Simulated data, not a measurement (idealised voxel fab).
The following is a process module called voxel spacer lines.
The width of the displayed cross-section, cut, is 245 nm; its cells are square, with a size of 5 nm.
Cross-section format: a grid of square cells, given as bands from top to bottom; each band is one or more rows of cells.
The entry gives the band's vertical extent as a top height and a bottom height in nm, then its horizontal make-up as materials from left to right, each with a width in nm. "air" stands for empty space; a single material marked "everywhere" fills the band edge to edge.
Basically, 0 is our baseline, since under it the wafer straight out of the box is all one material. The bottom band has no lower end and keeps on going down, so it looks like "0..down".
Read "30..40" as a graded width: first number on top, second number at the bottom, same change between each pair of neighbouring rows.
Key: "remained unchanged" - step with no changed cell in the cross-section.
"Voids lacking openings" means: voids of 8 cells or more that are shut off from the top with no open way through. Written width x height at distance, distance from the left edge, in nm.
It should be noted that, on the line of a given step, the content following the step's settings is a remark produced by the simulator itself with respect to that step.
Among the settings permitted on a step's line is "overlay nm"; applied to a step with a mask, it specifies the extent to which the mask lay to the right of its planned position, whereas a negative figure signifies a position to the left.
### The following list gives the planned process steps
| 1 | RECEIVE,material Si |
| 2 | CONFORMAL_DEP,material Al2O3,thk nm 5 |
| 3 | DIRECTIONAL_DEP,material TiN,thk nm 10 |
| 4 | DIRECTIONAL_DEP,material aC,thk nm 25 |
| 5 | PATTERN,tone cover,mask id MANDREL,material resist,width nm 15,pitch nm 60,thk nm 30,overlay nm 0 |
| 6 | DIRECTIONAL_ETCH,etch materials aC,depth nm 25 |
| 7 | STRIP,etch materials resist |
| 8 | CONFORMAL_DEP,material SiO2,thk nm 10 |
| 9 | DIRECTIONAL_ETCH,etch materials SiO2,depth nm 10 |
| 10 | STRIP,etch materials aC |
| 11 | DIRECTIONAL_ETCH,etch materials TiN,depth nm 10 |
| 12 | STRIP,etch materials SiO2 |
| 13 | FILL_DEP,material lowk,thk nm 5 |
| 14 | CMP,height nm 15 |
Where the wafers of this document differ is in the width nm of step 5; they start out the same, and the plan states the value that applied to the first wafer.
### As received, i.e. after step 1: cross-section through the first of several wafers
> 0..down  Si everywhere
> Voids lacking openings: none
### First of several wafers in cross-section at module end, following the final step, step 14
> 15..5  lowk=75 / TiN=10 / lowk=15 / TiN=10 / lowk=25 / TiN=10 / lowk=15 / TiN=10 / lowk=75
> 5..0  Al2O3 everywhere
> 0..down  Si everywhere
> Voids lacking openings: none
### The module's end: a cross-section of the last wafer
> 15..5  lowk=65 / TiN=10 / lowk=35 / TiN=10 / lowk=5 / TiN=10 / lowk=35 / TiN=10 / lowk=65
> 5..0  Al2O3 everywhere
> 0..down  Si everywhere
> Voids lacking openings: none
### Per-wafer rows below. For each material: cells gained (+) or lost (-) since the wafer was received, as of end of module. Then: closed voids
width nm 15 | +49 Al2O3 | +16 TiN | +82 lowk | Voids lacking openings: none
width nm 20 | +49 Al2O3 | +16 TiN | +82 lowk | Voids lacking openings: none
width nm 25 | +49 Al2O3 | +16 TiN | +82 lowk | Voids lacking openings: none
width nm 30 | +49 Al2O3 | +16 TiN | +82 lowk | Voids lacking openings: none
width nm 35 | +49 Al2O3 | +16 TiN | +82 lowk | Voids lacking openings: none
